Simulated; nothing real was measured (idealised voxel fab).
process module | voxel double patterning
cross-section cut | 285 nm wide | cells 5 nm
A cross-section is a grid of square cells, given in bands from the top down. A band is one or more rows of cells.
Each band's line starts with the height of the band's top and of its bottom, in nm. Then come its materials from left to right, each with its width in nm. One material with "throughout" fills the band from edge to edge. "air" is empty space.
Height 0 is the level under which the wafer as received is all one material. The lowest band goes on downwards, as in "0 down".
A width such as "30 to 40" changes by the same amount from each row of cells to the next, from the band's top row to its bottom row.
"no change" after a step means that no cell of the cross-section changed.
closed voids: empty space of 8 cells or more with no open way to the top, each as width x height at its distance from the left edge, in nm
after a step's settings: what the simulator itself notes on the step
overlay nm, on a step with a mask: how far to the right of its planned place the mask lay; to the left if negative
Each pair below shows a cross-section before one step and the cross-section after it, down to the lowest band that changed. The line under each pair gives the step between them, with its settings. The pairs can come from different runs of this module on the same starting wafer, so a pair continues from the pair above only where its "before" says so.
before
  0 down: Si throughout
  closed voids: none
after
  5 to 0: SiO2 throughout
  below 0: unchanged
  closed voids: none
the step between: op CONFORMAL_DEP | material SiO2 | thk nm 5
before: the cross-section after the pair above
after
  25 to 5: polySi throughout
  below 5: unchanged
  closed voids: none
the step between: op DIRECTIONAL_DEP | material polySi | thk nm 20
before: the cross-section after the pair above
after
  30 to 25: SiCN throughout
  below 25: unchanged
  closed voids: none
the step between: op DIRECTIONAL_DEP | material SiCN | thk nm 5
before: the cross-section after the pair above
after
  30 to 25: SiCN 110 | air 15 | SiCN 35 | air 15 | SiCN 110
  below 25: unchanged
  closed voids: none
the step between: op MASKED_ETCH | tone open | mask id FIRST | width nm 15 | pitch nm 50 | etch materials SiCN | depth nm 5 | overlay nm 0
before: the cross-section after the pair above
after
  30 to 25: SiCN 110 | air 15 | SiCN 10 | air 15 | SiCN 10 | air 15 | SiCN 110
  below 25: unchanged
  closed voids: none
the step between: op MASKED_ETCH | tone open | mask id SECOND | width nm 15 | etch materials SiCN | depth nm 5 | overlay nm 0
before: the cross-section after the pair above
after
  30 to 25: SiCN 110 | air 15 | SiCN 10 | air 15 | SiCN 10 | air 15 | SiCN 110
  25 to 5: polySi 110 | air 15 | polySi 10 | air 15 | polySi 10 | air 15 | polySi 110
  below 5: unchanged
  closed voids: none
the step between: op DIRECTIONAL_ETCH | etch materials polySi | depth nm 20
before: the cross-section after the pair above
after
  25 to 5: polySi 110 | air 15 | polySi 10 | air 15 | polySi 10 | air 15 | polySi 110
  below 5: unchanged
  closed voids: none
the step between: op STRIP | etch materials SiCN
before
  25 to 5: polySi throughout
  5 to 0: SiO2 throughout
  0 down: Si throughout
  closed voids: none
after
  45 to 5: polySi throughout
  below 5: unchanged
  closed voids: none
the step between: op DIRECTIONAL_DEP | material polySi | thk nm 20
before: the cross-section after the pair above
after
  50 to 45: SiCN throughout
  below 45: unchanged
  closed voids: none
the step between: op DIRECTIONAL_DEP | material SiCN | thk nm 5
before: the cross-section after the pair above
after
  50 to 45: SiCN 110 | air 15 | SiCN 35 | air 15 | SiCN 110
  below 45: unchanged
  closed voids: none
the step between: op MASKED_ETCH | tone open | mask id FIRST | width nm 15 | pitch nm 50 | etch materials SiCN | depth nm 5 | overlay nm 0
before: the cross-section after the pair above
after
  50 to 45: SiCN 110 | air 15 | SiCN 10 | air 15 | SiCN 10 | air 15 | SiCN 110
  below 45: unchanged
  closed voids: none
the step between: op MASKED_ETCH | tone open | mask id SECOND | width nm 15 | etch materials SiCN | depth nm 5 | overlay nm 0
before: the cross-section after the pair above
after
  50 to 45: SiCN 110 | air 15 | SiCN 10 | air 15 | SiCN 10 | air 15 | SiCN 110
  45 to 25: polySi 110 | air 15 | polySi 10 | air 15 | polySi 10 | air 15 | polySi 110
  below 25: unchanged
  closed voids: none
the step between: op DIRECTIONAL_ETCH | etch materials polySi | depth nm 20
before: the cross-section after the pair above
after
  45 to 25: polySi 110 | air 15 | polySi 10 | air 15 | polySi 10 | air 15 | polySi 110
  below 25: unchanged
  closed voids: none
the step between: op STRIP | etch materials SiCN
before
  0 down: Si throughout
  closed voids: none
after
  20 to 0: polySi throughout
  below 0: unchanged
  closed voids: none
the step between: op DIRECTIONAL_DEP | material polySi | thk nm 20
before: the cross-section after the pair above
after
  25 to 20: SiO2 throughout
  below 20: unchanged
  closed voids: none
the step between: op CONFORMAL_DEP | material SiO2 | thk nm 5
before: the cross-section after the pair above
after
  30 to 25: SiCN throughout
  below 25: unchanged
  closed voids: none
the step between: op DIRECTIONAL_DEP | material SiCN | thk nm 5
before: the cross-section after the pair above
after
  30 to 25: SiCN 110 | air 15 | SiCN 35 | air 15 | SiCN 110
  below 25: unchanged
  closed voids: none
the step between: op MASKED_ETCH | tone open | mask id FIRST | width nm 15 | pitch nm 50 | etch materials SiCN | depth nm 5 | overlay nm 0
before: the cross-section after the pair above
after
  30 to 25: SiCN 110 | air 15 | SiCN 10 | air 15 | SiCN 10 | air 15 | SiCN 110
  below 25: unchanged
  closed voids: none
the step between: op MASKED_ETCH | tone open | mask id SECOND | width nm 15 | etch materials SiCN | depth nm 5 | overlay nm 0
before: the cross-section after the pair above
after
  25 to 20: SiO2 throughout
  below 20: unchanged
  closed voids: none
the step between: op STRIP | etch materials SiCN
before
  5 to 0: SiO2 throughout
  0 down: Si throughout
  closed voids: none
after
  15 to 5: polySi throughout
  below 5: unchanged
  closed voids: none
the step between: op DIRECTIONAL_DEP | material polySi | thk nm 10
before: the cross-section after the pair above
after
  20 to 15: SiCN throughout
  below 15: unchanged
  closed voids: none
the step between: op DIRECTIONAL_DEP | material SiCN | thk nm 5
before: the cross-section after the pair above
after
  20 to 15: SiCN 110 | air 15 | SiCN 35 | air 15 | SiCN 110
  below 15: unchanged
  closed voids: none
the step between: op MASKED_ETCH | tone open | mask id FIRST | width nm 15 | pitch nm 50 | etch materials SiCN | depth nm 5 | overlay nm 0
before: the cross-section after the pair above
after
  20 to 15: SiCN 110 | air 15 | SiCN 10 | air 15 | SiCN 10 | air 15 | SiCN 110
  below 15: unchanged
  closed voids: none
the step between: op MASKED_ETCH | tone open | mask id SECOND | width nm 15 | etch materials SiCN | depth nm 5 | overlay nm 0
before: the cross-section after the pair above
after
  20 to 15: SiCN 110 | air 15 | SiCN 10 | air 15 | SiCN 10 | air 15 | SiCN 110
  15 to 5: polySi 110 | air 15 | polySi 10 | air 15 | polySi 10 | air 15 | polySi 110
  below 5: unchanged
  closed voids: none
the step between: op DIRECTIONAL_ETCH | etch materials polySi | depth nm 20
before: the cross-section after the pair above
after
  15 to 5: polySi 110 | air 15 | polySi 10 | air 15 | polySi 10 | air 15 | polySi 110
  below 5: unchanged
  closed voids: none
the step between: op STRIP | etch materials SiCN
before
  30 to 25: SiCN 110 | air 15 | SiCN 35 | air 15 | SiCN 110
  25 to 5: polySi throughout
  5 to 0: SiO2 throughout
  0 down: Si throughout
  closed voids: none
after
  30 to 25: SiCN 110 | air 15 | SiCN 10 | air 20 | SiCN 5 | air 15 | SiCN 110
  below 25: unchanged
  closed voids: none
the step between: op MASKED_ETCH | tone open | mask id SECOND | width nm 20 | etch materials SiCN | depth nm 5 | overlay nm 0
before: the cross-section after the pair above
after
  30 to 25: SiCN 110 | air 15 | SiCN 10 | air 20 | SiCN 5 | air 15 | SiCN 110
  25 to 5: polySi 110 | air 15 | polySi 10 | air 20 | polySi 5 | air 15 | polySi 110
  below 5: unchanged
  closed voids: none
the step between: op DIRECTIONAL_ETCH | etch materials polySi | depth nm 20
before: the cross-section after the pair above
after
  25 to 5: polySi 110 | air 15 | polySi 10 | air 20 | polySi 5 | air 15 | polySi 110
  below 5: unchanged
  closed voids: none
the step between: op STRIP | etch materials SiCN
before
  30 to 25: SiCN 110 | air 15 | SiCN 35 | air 15 | SiCN 110
  25 to 5: polySi throughout
  5 to 0: SiO2 throughout
  0 down: Si throughout
  closed voids: none
after
  30 to 25: SiCN 110 | air 15 | SiCN 5 | air 15 | SiCN 15 | air 15 | SiCN 110
  below 25: unchanged
  closed voids: none
the step between: op MASKED_ETCH | tone open | mask id SECOND | width nm 15 | etch materials SiCN | depth nm 5 | overlay nm -5
before: the cross-section after the pair above
after
  30 to 25: SiCN 110 | air 15 | SiCN 5 | air 15 | SiCN 15 | air 15 | SiCN 110
  25 to 5: polySi 110 | air 15 | polySi 5 | air 15 | polySi 15 | air 15 | polySi 110
  below 5: unchanged
  closed voids: none
the step between: op DIRECTIONAL_ETCH | etch materials polySi | depth nm 20
before: the cross-section after the pair above
after
  25 to 5: polySi 110 | air 15 | polySi 5 | air 15 | polySi 15 | air 15 | polySi 110
  below 5: unchanged
  closed voids: none
the step between: op STRIP | etch materials SiCN
before
  25 to 5: polySi throughout
  5 to 0: SiO2 throughout
  0 down: Si throughout
  closed voids: none
after
  30 to 5: polySi throughout
  below 5: unchanged
  closed voids: none
the step between: op DIRECTIONAL_DEP | material polySi | thk nm 5
before: the cross-section after the pair above
after
  10 to 5: polySi throughout
  below 5: unchanged
  closed voids: none
the step between: op DIRECTIONAL_ETCH | etch materials polySi | depth nm 20
before
  30 to 25: SiCN throughout
  25 to 5: polySi throughout
  5 to 0: SiO2 throughout
  0 down: Si throughout
  closed voids: none
after
  30 to 25: air 110 | SiCN 15 | air 35 | SiCN 15 | air 110
  below 25: unchanged
  closed voids: none
the step between: op MASKED_ETCH | tone cover | mask id FIRST | width nm 15 | pitch nm 50 | etch materials SiCN | depth nm 5 | overlay nm 0
before: the cross-section after the pair above
after
  30 to 25: air 110 | SiCN 15 | air 35 | SiCN 15 | air 110
  25 to 5: air 110 | polySi 15 | air 35 | polySi 15 | air 110
  below 5: unchanged
  closed voids: none
the step between: op DIRECTIONAL_ETCH | etch materials polySi | depth nm 20
before: the cross-section after the pair above
after
  25 to 5: air 110 | polySi 15 | air 35 | polySi 15 | air 110
  below 5: unchanged
  closed voids: none
the step between: op STRIP | etch materials SiCN
